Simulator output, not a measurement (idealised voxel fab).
process module | voxel capacitor over wiring
cross-section cut | 230 nm wide | cells 5 nm
A cross-section is a grid of square cells, given in bands from the top down. A band is one or more rows of cells.
Each band's line starts with the height of the band's top and of its bottom, in nm. Then come its materials from left to right, each with its width in nm. One material with "throughout" fills the band from edge to edge. "air" is empty space.
Height 0 is the level under which the wafer as received is all one material. The lowest band goes on downwards, as in "0 down".
A width such as "30 to 40" changes by the same amount from each row of cells to the next, from the band's top row to its bottom row.
"no change" after a step means that no cell of the cross-section changed.
closed voids: empty space of 8 cells or more with no open way to the top, each as width x height at its distance from the left edge, in nm
after a step's settings: what the simulator itself notes on the step
overlay nm, on a step with a mask: how far to the right of its planned place the mask lay; to the left if negative
plan
1 op RECEIVE | material Si
2 op CONFORMAL_DEP | material SiO2 | thk nm 15
3 op CONFORMAL_DEP | material SiN | thk nm 5
4 op DIRECTIONAL_DEP | material SiO2 | thk nm 15
5 op MASKED_ETCH | tone open | mask id METAL_1 | width nm 20 | pitch nm 90 | etch materials SiO2 | depth nm 15 | overlay nm 0
6 op MASKED_ETCH | tone open | mask id METAL_1 | width nm 20 | pitch nm 90 | etch materials SiN | depth nm 5 | overlay nm 0
7 op CONFORMAL_DEP | material TiN | thk nm 5
8 op FILL_DEP | material Cu | thk nm 5
9 op CMP | height nm 35
10 op CONFORMAL_DEP | material SiCN | thk nm 5
11 op DIRECTIONAL_DEP | material SiO2 | thk nm 15
12 op MASKED_ETCH | tone open | mask id PLUG_1 | width nm 15 | etch materials SiO2 | depth nm 15 | overlay nm 0
13 op MASKED_ETCH | tone open | mask id PLUG_1 | width nm 15 | etch materials SiCN | depth nm 5 | overlay nm 0
14 op CONFORMAL_DEP | material TiN | thk nm 5
15 op FILL_DEP | material Ru | thk nm 5
16 op CMP | height nm 55
17 op DIRECTIONAL_DEP | material TiN | thk nm 10
18 op DIRECTIONAL_DEP | material HfO2 | thk nm 5
19 op DIRECTIONAL_DEP | material TiN | thk nm 10
20 op MASKED_ETCH | tone cover | mask id UPPER_PLATE | width nm 75 | etch materials TiN | depth nm 10 | overlay nm 0
21 op MASKED_ETCH | tone cover | mask id UPPER_PLATE | width nm 75 | etch materials HfO2 | depth nm 5 | overlay nm 0
22 op MASKED_ETCH | tone cover | mask id LOWER_PLATE | width nm 85 | etch materials TiN | depth nm 10 | overlay nm 0
23 op FILL_DEP | material SiO2 | thk nm 20
24 op CMP | height nm 95
25 op PATTERN | tone open | mask id PLUG_2 | material resist | width nm 15 | thk nm 15 | overlay nm 0
26 op DIRECTIONAL_ETCH | etch materials SiO2 | depth nm 15
27 op STRIP | etch materials resist
28 op CONFORMAL_DEP | material TiN | thk nm 5
29 op FILL_DEP | material W | thk nm 5
30 op CMP | height nm 95
31 op CONFORMAL_DEP | material SiN | thk nm 5
as received, after step 1
  0 down: Si throughout
  closed voids: none
first wafer at the end, as planned
  100 to 95: SiN throughout
  95 to 85: SiO2 75 | TiN 5 | W 5 | TiN 5 | SiO2 140
  85 to 80: SiO2 75 | TiN 15 | SiO2 140
  80 to 70: SiO2 65 | TiN 75 | SiO2 90
  70 to 65: SiO2 65 | HfO2 75 | SiO2 90
  65 to 55: SiO2 60 | TiN 85 | SiO2 85
  55 to 40: SiO2 65 | TiN 5 | Ru 5 | TiN 5 | SiO2 150
  40 to 35: SiCN 65 | TiN 15 | SiCN 150
  35 to 20: SiO2 60 | TiN 5 | Cu 10 | TiN 5 | SiO2 70 | TiN 5 | Cu 10 | TiN 5 | SiO2 60
  20 to 15: SiN 60 | TiN 20 | SiN 70 | TiN 20 | SiN 60
  15 to 0: SiO2 throughout
  0 down: Si throughout
  closed voids: none
second wafer at the end: like start, like plan, one mistake
  100 to 95: SiN throughout
  95 to 85: SiO2 75 | TiN 5 | W 5 | TiN 5 | SiO2 140
  85 to 80: SiO2 75 | TiN 15 | SiO2 140
  80 to 70: SiO2 65 | TiN 75 | SiO2 90
  70 to 65: SiO2 65 | HfO2 75 | SiO2 90
  65 to 55: SiO2 60 | TiN 85 | SiO2 85
  55 to 40: SiO2 65 | TiN 5 | Ru 5 | TiN 5 | SiO2 150
  40 to 35: SiCN 65 | TiN 15 | SiCN 150
  35 to 25: SiO2 65 | TiN 5 | Cu 10 | TiN 5 | SiO2 70 | TiN 5 | Cu 10 | TiN 5 | SiO2 55
  25 to 20: SiO2 65 | TiN 5 | Cu 5 | TiN 10 | SiO2 70 | TiN 5 | Cu 5 | TiN 10 | SiO2 55
  20 to 15: SiN 65 | TiN 15 | SiN 75 | TiN 15 | SiN 60
  15 to 0: SiO2 throughout
  0 down: Si throughout
  closed voids: none
what went wrong: step 5 ran as: op MASKED_ETCH | tone open | mask id METAL_1 | width nm 20 | pitch nm 90 | etch materials SiO2 | depth nm 15 | overlay nm 5
at the end the second wafer has, in cells: 2 fewer of Cu | 2 more of SiN
